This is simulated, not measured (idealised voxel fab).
process module | voxel plated lines
cross-section cut | 295 nm wide | cells 5 nm
A cross-section is a grid of square cells, given in bands from the top down. A band is one or more rows of cells.
Each band's line starts with the height of the band's top and of its bottom, in nm. Then come its materials from left to right, each with its width in nm. One material with "throughout" fills the band from edge to edge. "air" is empty space.
Height 0 is the level under which the wafer as received is all one material. The lowest band goes on downwards, as in "0 down".
A width such as "30 to 40" changes by the same amount from each row of cells to the next, from the band's top row to its bottom row.
"no change" after a step means that no cell of the cross-section changed.
closed voids: empty space of 8 cells or more with no open way to the top, each as width x height at its distance from the left edge, in nm
after a step's settings: what the simulator itself notes on the step
overlay nm, on a step with a mask: how far to the right of its planned place the mask lay; to the left if negative
plan
1 op RECEIVE | material Si
2 op CONFORMAL_DEP | material SiN | thk nm 5
3 op DIRECTIONAL_DEP | material TiN | thk nm 5
4 op PATTERN | tone open | mask id LINES | material resist | width nm 25 | pitch nm 40 | thk nm 40 | overlay nm 0
5 op EPI | material Ru | thk nm 10
6 op EPI | material Ru | thk nm 5
7 op EPI | material Ru | thk nm 5
8 op STRIP | etch materials resist
9 op DIRECTIONAL_ETCH | etch materials TiN | depth nm 5
10 op CONFORMAL_DEP | material SiN | thk nm 10
as received, after step 1
  0 down: Si throughout
  closed voids: none
first wafer at the end, as planned
  40 to 30: air 85 | SiN 125 | air 85
  30 to 15: air 85 | SiN 10 | Ru 25 | SiN 15 | Ru 25 | SiN 15 | Ru 25 | SiN 10 | air 85
  15 to 10: SiN 95 | Ru 25 | SiN 15 | Ru 25 | SiN 15 | Ru 25 | SiN 95
  10 to 5: SiN 95 | TiN 25 | SiN 15 | TiN 25 | SiN 15 | TiN 25 | SiN 95
  5 to 0: SiN throughout
  0 down: Si throughout
  closed voids: none
second wafer at the end: like start, like plan, one mistake
  40 to 30: SiN 105 | air 5 | SiN 35 | air 5 | SiN 35 | air 5 | SiN 105
  30 to 15: Ru 95 | SiN 10 | air 5 | SiN 10 | Ru 15 | SiN 10 | air 5 | SiN 10 | Ru 15 | SiN 10 | air 5 | SiN 10 | Ru 95
  15 to 10: Ru 95 | SiN 25 | Ru 15 | SiN 25 | Ru 15 | SiN 25 | Ru 95
  10 to 5: TiN 95 | SiN 25 | TiN 15 | SiN 25 | TiN 15 | SiN 25 | TiN 95
  5 to 0: SiN throughout
  0 down: Si throughout
  closed voids: none
what went wrong: step 4 ran as: op PATTERN | tone cover | mask id LINES | material resist | width nm 25 | pitch nm 40 | thk nm 40 | overlay nm 0
at the end the second wafer has, in cells: 116 more of Ru | 10 more of SiN | 29 more of TiN
